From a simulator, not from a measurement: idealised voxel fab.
process module | voxel transistor to metal
Cross-section cut spans 155 nm and uses square cells 5 nm in size.
If you're reading a cross-section in this doc, picture square cells in a grid; it comes to you as bands, top ones listed first down to the bottom, and a band can be one or more rows of cells. In this notation a band is specified by the heights of its top and bottom, in that order and in nm, after which its materials appear from left to right, each paired with its width in nm. The word "full width" attached to a single material means that material fills the band from edge to edge; the word "blank" stands for empty space. Height reference: 0 = level under which incoming wafer is all one material. Lowest band: no bottom, runs on downward, e.g. "0 down". A two-number width, for instance "30->40", indicates that the width is equal to the first number in the top row of the band and to the second number in the bottom row, and that it changes by a constant amount per row of cells. You'll sometimes find "no modifications" written for a step, and that's the way of saying that nowhere in the cross-section did a cell change during that step. Each empty space that has no open way to the top and spans at least 8 cells appears under "Closed void roster" as width x height at distance, the distance counted from the left edge, all in nm. Note: text after step settings on the step line = simulator remark on that step. "overlay nm" answers the question of how far to the right of plan the mask lay on a step that has a mask, and when it is negative the answer is to the left.

### These are the steps we planned for the process
- 1: RECEIVE | material Si
- 2: CONFORMAL_DEP | material SiO2 | thk nm 5
- 3: CONFORMAL_DEP | material SiN | thk nm 15
- 4: MASKED_ETCH | tone cover | mask id ACTIVE | width nm 120 | etch materials SiN | depth nm 15 | overlay nm 0
- 5: MASKED_ETCH | tone cover | mask id ACTIVE | width nm 120 | etch materials SiO2 | depth nm 5 | overlay nm 0
- 6: MASKED_ETCH | tone cover | mask id ACTIVE | width nm 120 | etch materials Si | depth nm 20 | overlay nm 0
- 7: FILL_DEP | material SiO2 | thk nm 5
- 8: CMP | height nm 20
- 9: SELECTIVE_ETCH | etch materials SiO2 | depth nm 10
- 10: STRIP | etch materials SiN
- 11: SELECTIVE_ETCH | etch materials SiO2 | depth nm 5
- 12: OXIDIZE | depth nm 5
- 13: DIRECTIONAL_DEP | material polySi | thk nm 20
- 14: DIRECTIONAL_DEP | material SiCN | thk nm 15
- 15: PATTERN | tone cover | mask id GATE | material resist | width nm 30 | thk nm 15 | overlay nm 0
- 16: DIRECTIONAL_ETCH | etch materials SiCN | depth nm 25
- 17: DIRECTIONAL_ETCH | etch materials polySi | depth nm 30
- 18: STRIP | etch materials resist
- 19: CONFORMAL_DEP | material SiN | thk nm 5
- 20: DIRECTIONAL_ETCH | etch materials SiN | depth nm 5
- 21: DIRECTIONAL_ETCH | etch materials SiO2 | depth nm 5
- 22: DIRECTIONAL_ETCH | etch materials Si | depth nm 15
- 23: EPI | material SiGe | thk nm 15
- 24: FILL_DEP | material SiO2 | thk nm 10
- 25: CMP | height nm 20
- 26: STRIP | etch materials polySi
- 27: SELECTIVE_ETCH | etch materials SiO2 | depth nm 5
- 28: CONFORMAL_DEP | material HfO2 | thk nm 5
- 29: CONFORMAL_DEP | material TiN | thk nm 5
- 30: FILL_DEP | material W | thk nm 10
- 31: CMP | height nm 15
- 32: DIRECTIONAL_DEP | material SiO2 | thk nm 15
- 33: PATTERN | tone open | mask id CONTACT | material resist | width nm 20 | pitch nm 80 | thk nm 20 | overlay nm 0
- 34: DIRECTIONAL_ETCH | etch materials SiO2 | depth nm 35
- 35: STRIP | etch materials resist
- 36: CONFORMAL_DEP | material TiN | thk nm 5
- 37: FILL_DEP | material W | thk nm 5
- 38: CMP | height nm 30
- 39: DIRECTIONAL_DEP | material TiN | thk nm 5
- 40: DIRECTIONAL_DEP | material Ru | thk nm 25
- 41: MASKED_ETCH | tone cover | mask id METAL_1 | width nm 20 | pitch nm 80 | etch materials Ru | depth nm 25 | overlay nm 0
- 42: MASKED_ETCH | tone cover | mask id METAL_1 | width nm 20 | pitch nm 80 | etch materials TiN | depth nm 5 | overlay nm 0
- 43: FILL_DEP | material lowk | thk nm 10
- 44: CMP | height nm 60
- 45: CONFORMAL_DEP | material SiCN | thk nm 5
- 46: DIRECTIONAL_DEP | material SiO2 | thk nm 35
- 47: MASKED_ETCH | tone open | mask id METAL_2 | width nm 20 | pitch nm 80 | etch materials SiO2 | depth nm 20 | overlay nm 0
- 48: DIRECTIONAL_DEP | material aC | thk nm 10
- 49: PATTERN | tone open | mask id METAL_2_HOLES | material resist | width nm 15 | pitch nm 80 | thk nm 30 | overlay nm 0
- 50: DIRECTIONAL_ETCH | etch materials aC | depth nm 10
- 51: STRIP | etch materials resist
- 52: DIRECTIONAL_ETCH | etch materials SiO2 | depth nm 15
- 53: DIRECTIONAL_ETCH | etch materials SiCN | depth nm 5
- 54: STRIP | etch materials aC
- 55: CONFORMAL_DEP | material TiN | thk nm 5
- 56: FILL_DEP | material Cu | thk nm 10
- 57: CMP | height nm 100
- 58: CONFORMAL_DEP | material SiCN | thk nm 5

### Cross-section: wafer on arrival = after step 1
* 0 down = Si full width
* Closed void roster: none

### Wafer cross-section at end of module: start and plan as shown above, one execution error
* 105 to 100 = SiCN full width
* 100 to 85 = 25 of SiO2; 5 of TiN; 10 of Cu; 5 of TiN; 60 of SiO2; 5 of TiN; 10 of Cu; 5 of TiN; 30 of SiO2
* 85 to 80 = 25 of SiO2; 5 of TiN; 5 of Cu; 10 of TiN; 60 of SiO2; 5 of TiN; 5 of Cu; 10 of TiN; 30 of SiO2
* 80 to 65 = 25 of SiO2; 5 of TiN; 5 of Cu; 5 of TiN; 65 of SiO2; 5 of TiN; 5 of Cu; 5 of TiN; 35 of SiO2
* 65 to 60 = 25 of SiCN; 15 of TiN; 65 of SiCN; 15 of TiN; 35 of SiCN
* 60 to 35 = 25 of lowk; 20 of Ru; 60 of lowk; 20 of Ru; 30 of lowk
* 35 to 30 = 25 of lowk; 20 of TiN; 60 of lowk; 20 of TiN; 30 of lowk
* 30 to 15 = 30 of SiO2; 5 of TiN; 5 of W; 5 of TiN; 65 of SiO2; 5 of TiN; 5 of W; 5 of TiN; 30 of SiO2
* 15 to 10 = 30 of SiO2; 15 of TiN; 10 of SiO2; 5 of SiN; 5 of HfO2; 5 of TiN; 10 of W; 5 of TiN; 5 of HfO2; 5 of SiN; 15 of SiO2; 5 of TiN; 5 of W; 5 of TiN; 30 of SiO2
* 10 to 5 = 30 of SiO2; 10 of TiN; 15 of SiGe; 5 of SiN; 5 of HfO2; 5 of TiN; 10 of W; 5 of TiN; 5 of HfO2; 5 of SiN; 15 of SiGe; 5 of TiN; 5 of W; 5 of TiN; 30 of SiO2
* 5 to 0 = 10 of SiO2; 5 of SiN; 15 of SiO2; 10 of TiN; 15 of SiGe; 5 of SiN; 5 of HfO2; 20 of TiN; 5 of HfO2; 5 of SiN; 15 of SiGe; 5 of TiN; 5 of W; 5 of TiN; 10 of SiO2; 5 of SiN; 15 of SiO2
* 0 to -5 = 30 of SiO2; 10 of TiN; 15 of SiGe; 40 of HfO2; 15 of SiGe; 15 of TiN; 30 of SiO2
* -5 to -20 = 15 of SiO2; 40 of SiGe; 40 of Si; 40 of SiGe; 20 of SiO2
* -20 down = Si full width
* Closed void roster: none
Finding, execution versus plan: step 33 was run on a setting that differed from the plan, and what really ran there is PATTERN | tone open | mask id CONTACT | material resist | width nm 15 | pitch nm 80 | thk nm 20 | overlay nm 0
